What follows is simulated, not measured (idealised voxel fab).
This is a process module. Its name is voxel double patterning.
In the cross-section labelled cut, the width is 240 nm and each square cell is 5 nm.
Cross-section format: a grid of square cells, given as bands from top to bottom; each band is one or more rows of cells. Basically the band line says how high the top is and how high the bottom is, in nm, and then what's in it from left to right, every material with its width in nm. Empty space shows up as "blank", and if a single material carries "everywhere" it runs the full band edge to edge. Below 0: as-received wafer, all one material; heights counted from there. Lowest band: no bottom, goes on down, written "top 0, no bottom". A width given as "30..40" starts at the first number in the band's top row and ends at the second number in its bottom row, shifting by an equal amount at every step from row to row. "all unchanged" -> step changed no cross-section cell. Look at "Closed void register" for the closed voids: empty spaces with no open path to the top, sized 8 cells or up. Each is width x height at distance, distance from the left edge, all nm. It should be noted that, on the line of a given step, the content following the step's settings is a remark produced by the simulator itself with respect to that step. overlay nm: mask right of planned place by this much (step with mask). Neg. = left.

-- Listed below are the process steps as planned
| 1 | RECEIVE | material Si |
| 2 | CONFORMAL_DEP | material SiO2 | thk nm 5 |
| 3 | DIRECTIONAL_DEP | material TiN | thk nm 20 |
| 4 | DIRECTIONAL_DEP | material SiCN | thk nm 10 |
| 5 | DIRECTIONAL_DEP | material aC | thk nm 10 |
| 6 | PATTERN | tone open | mask id FIRST | material resist | width nm 15 | pitch nm 50 | thk nm 25 | overlay nm 0 |
| 7 | DIRECTIONAL_ETCH | etch materials aC | depth nm 10 |
| 8 | STRIP | etch materials resist |
| 9 | DIRECTIONAL_ETCH | etch materials SiCN | depth nm 10 |
| 10 | STRIP | etch materials aC |
| 11 | PATTERN | tone open | mask id SECOND | material resist | width nm 15 | pitch nm 50 | thk nm 20 | overlay nm 0 |
| 12 | DIRECTIONAL_ETCH | etch materials SiCN | depth nm 10 |
| 13 | STRIP | etch materials resist |
| 14 | DIRECTIONAL_ETCH | etch materials TiN | depth nm 20 |
| 15 | STRIP | etch materials SiCN |

-- The first wafer of two, processed as planned

-- Received-state cross-section, reflecting completion of step 1
- top 0, no bottom | Si everywhere
- Closed void register: none

-- Sectional view: wafer, after step 2
- top 5, bottom 0 | SiO2 everywhere
- Unchanged below 0.

-- Sectional view: wafer, after step 3
- top 25, bottom 5 | TiN everywhere
- Unchanged below 5.

-- Sectional view: wafer, after step 4
- top 35, bottom 25 | SiCN everywhere
- Unchanged below 25.

-- Sectional view: wafer, after step 5
- top 45, bottom 35 | aC everywhere
- Unchanged below 35.

-- Sectional view: wafer, after step 6
- top 70, bottom 45 | 60 nm resist | 15 nm blank | 35 nm resist | 15 nm blank | 35 nm resist | 15 nm blank | 65 nm resist
- Unchanged below 45.

-- Sectional view: wafer, after step 7
- top 60, bottom 45 | 60 nm resist | 15 nm blank | 35 nm resist | 15 nm blank | 35 nm resist | 15 nm blank | 65 nm resist
- top 45, bottom 35 | 60 nm aC | 15 nm blank | 35 nm aC | 15 nm blank | 35 nm aC | 15 nm blank | 65 nm aC
- Unchanged below 35.

-- Sectional view: wafer, after step 8
- top 45, bottom 35 | 60 nm aC | 15 nm blank | 35 nm aC | 15 nm blank | 35 nm aC | 15 nm blank | 65 nm aC
- Unchanged below 35.

-- Sectional view: wafer, after step 9
- top 45, bottom 35 | 60 nm aC | 15 nm blank | 35 nm aC | 15 nm blank | 35 nm aC | 15 nm blank | 65 nm aC
- top 35, bottom 25 | 60 nm SiCN | 15 nm blank | 35 nm SiCN | 15 nm blank | 35 nm SiCN | 15 nm blank | 65 nm SiCN
- Unchanged below 25.

-- Sectional view: wafer, after step 10
- top 35, bottom 25 | 60 nm SiCN | 15 nm blank | 35 nm SiCN | 15 nm blank | 35 nm SiCN | 15 nm blank | 65 nm SiCN
- Unchanged below 25.

-- Sectional view: wafer, after step 11
- top 55, bottom 35 | 85 nm resist | 15 nm blank | 35 nm resist | 15 nm blank | 90 nm resist
- top 35, bottom 25 | 60 nm SiCN | 15 nm resist | 35 nm SiCN | 15 nm resist | 35 nm SiCN | 15 nm resist | 65 nm SiCN
- Unchanged below 25.

-- Sectional view: wafer, after step 12
- top 55, bottom 35 | 85 nm resist | 15 nm blank | 35 nm resist | 15 nm blank | 90 nm resist
- top 35, bottom 25 | 60 nm SiCN | 15 nm resist | 10 nm SiCN | 15 nm blank | 10 nm SiCN | 15 nm resist | 10 nm SiCN | 15 nm blank | 10 nm SiCN | 15 nm resist | 65 nm SiCN
- Unchanged below 25.

-- Sectional view: wafer, after step 13
- top 35, bottom 25 | 60 nm SiCN | 15 nm blank | 10 nm SiCN | 15 nm blank | 10 nm SiCN | 15 nm blank | 10 nm SiCN | 15 nm blank | 10 nm SiCN | 15 nm blank | 65 nm SiCN
- Unchanged below 25.

-- Sectional view: wafer, after step 14
- top 35, bottom 25 | 60 nm SiCN | 15 nm blank | 10 nm SiCN | 15 nm blank | 10 nm SiCN | 15 nm blank | 10 nm SiCN | 15 nm blank | 10 nm SiCN | 15 nm blank | 65 nm SiCN
- top 25, bottom 5 | 60 nm TiN | 15 nm blank | 10 nm TiN | 15 nm blank | 10 nm TiN | 15 nm blank | 10 nm TiN | 15 nm blank | 10 nm TiN | 15 nm blank | 65 nm TiN
- Unchanged below 5.

-- Sectional view: wafer, after step 15
- top 25, bottom 5 | 60 nm TiN | 15 nm blank | 10 nm TiN | 15 nm blank | 10 nm TiN | 15 nm blank | 10 nm TiN | 15 nm blank | 10 nm TiN | 15 nm blank | 65 nm TiN
- Unchanged below 5.

-- Here the second wafer is described. Its start and its plan were those of the first wafer. Its run contained one mistake. Up to and including step 1, it did exactly what the first wafer did

Second wafer, sectioned view, at step 2's planned end time: all unchanged

-- Second wafer, sectioned view, at step 3's planned end time
- top 20, bottom 0 | TiN everywhere
- Unchanged below 0.

-- Second wafer, sectioned view, at step 4's planned end time
- top 30, bottom 20 | SiCN everywhere
- Unchanged below 20.

-- Second wafer, sectioned view, at step 5's planned end time
- top 40, bottom 30 | aC everywhere
- Unchanged below 30.

-- Second wafer, sectioned view, at step 6's planned end time
- top 65, bottom 40 | 60 nm resist | 15 nm blank | 35 nm resist | 15 nm blank | 35 nm resist | 15 nm blank | 65 nm resist
- Unchanged below 40.

-- Second wafer, sectioned view, at step 7's planned end time
- top 55, bottom 40 | 60 nm resist | 15 nm blank | 35 nm resist | 15 nm blank | 35 nm resist | 15 nm blank | 65 nm resist
- top 40, bottom 30 | 60 nm aC | 15 nm blank | 35 nm aC | 15 nm blank | 35 nm aC | 15 nm blank | 65 nm aC
- Unchanged below 30.

-- Second wafer, sectioned view, at step 8's planned end time
- top 40, bottom 30 | 60 nm aC | 15 nm blank | 35 nm aC | 15 nm blank | 35 nm aC | 15 nm blank | 65 nm aC
- Unchanged below 30.

-- Second wafer, sectioned view, at step 9's planned end time
- top 40, bottom 30 | 60 nm aC | 15 nm blank | 35 nm aC | 15 nm blank | 35 nm aC | 15 nm blank | 65 nm aC
- top 30, bottom 20 | 60 nm SiCN | 15 nm blank | 35 nm SiCN | 15 nm blank | 35 nm SiCN | 15 nm blank | 65 nm SiCN
- Unchanged below 20.

-- Second wafer, sectioned view, at step 10's planned end time
- top 30, bottom 20 | 60 nm SiCN | 15 nm blank | 35 nm SiCN | 15 nm blank | 35 nm SiCN | 15 nm blank | 65 nm SiCN
- Unchanged below 20.

-- Second wafer, sectioned view, at step 11's planned end time
- top 50, bottom 30 | 85 nm resist | 15 nm blank | 35 nm resist | 15 nm blank | 90 nm resist
- top 30, bottom 20 | 60 nm SiCN | 15 nm resist | 35 nm SiCN | 15 nm resist | 35 nm SiCN | 15 nm resist | 65 nm SiCN
- Unchanged below 20.

-- Second wafer, sectioned view, at step 12's planned end time
- top 50, bottom 30 | 85 nm resist | 15 nm blank | 35 nm resist | 15 nm blank | 90 nm resist
- top 30, bottom 20 | 60 nm SiCN | 15 nm resist | 10 nm SiCN | 15 nm blank | 10 nm SiCN | 15 nm resist | 10 nm SiCN | 15 nm blank | 10 nm SiCN | 15 nm resist | 65 nm SiCN
- Unchanged below 20.

-- Second wafer, sectioned view, at step 13's planned end time
- top 30, bottom 20 | 60 nm SiCN | 15 nm blank | 10 nm SiCN | 15 nm blank | 10 nm SiCN | 15 nm blank | 10 nm SiCN | 15 nm blank | 10 nm SiCN | 15 nm blank | 65 nm SiCN
- Unchanged below 20.

-- Second wafer, sectioned view, at step 14's planned end time
- top 30, bottom 20 | 60 nm SiCN | 15 nm blank | 10 nm SiCN | 15 nm blank | 10 nm SiCN | 15 nm blank | 10 nm SiCN | 15 nm blank | 10 nm SiCN | 15 nm blank | 65 nm SiCN
- top 20, bottom 0 | 60 nm TiN | 15 nm blank | 10 nm TiN | 15 nm blank | 10 nm TiN | 15 nm blank | 10 nm TiN | 15 nm blank | 10 nm TiN | 15 nm blank | 65 nm TiN
- Unchanged below 0.

-- Second wafer, sectioned view, at step 15's planned end time
- top 20, bottom 0 | 60 nm TiN | 15 nm blank | 10 nm TiN | 15 nm blank | 10 nm TiN | 15 nm blank | 10 nm TiN | 15 nm blank | 10 nm TiN | 15 nm blank | 65 nm TiN
- Unchanged below 0.
Misprocessing identified: step 2 of the plan never got run, it was skipped over
Cell-count delta at end, second wafer over first, by material: SiO2: 48 fewer
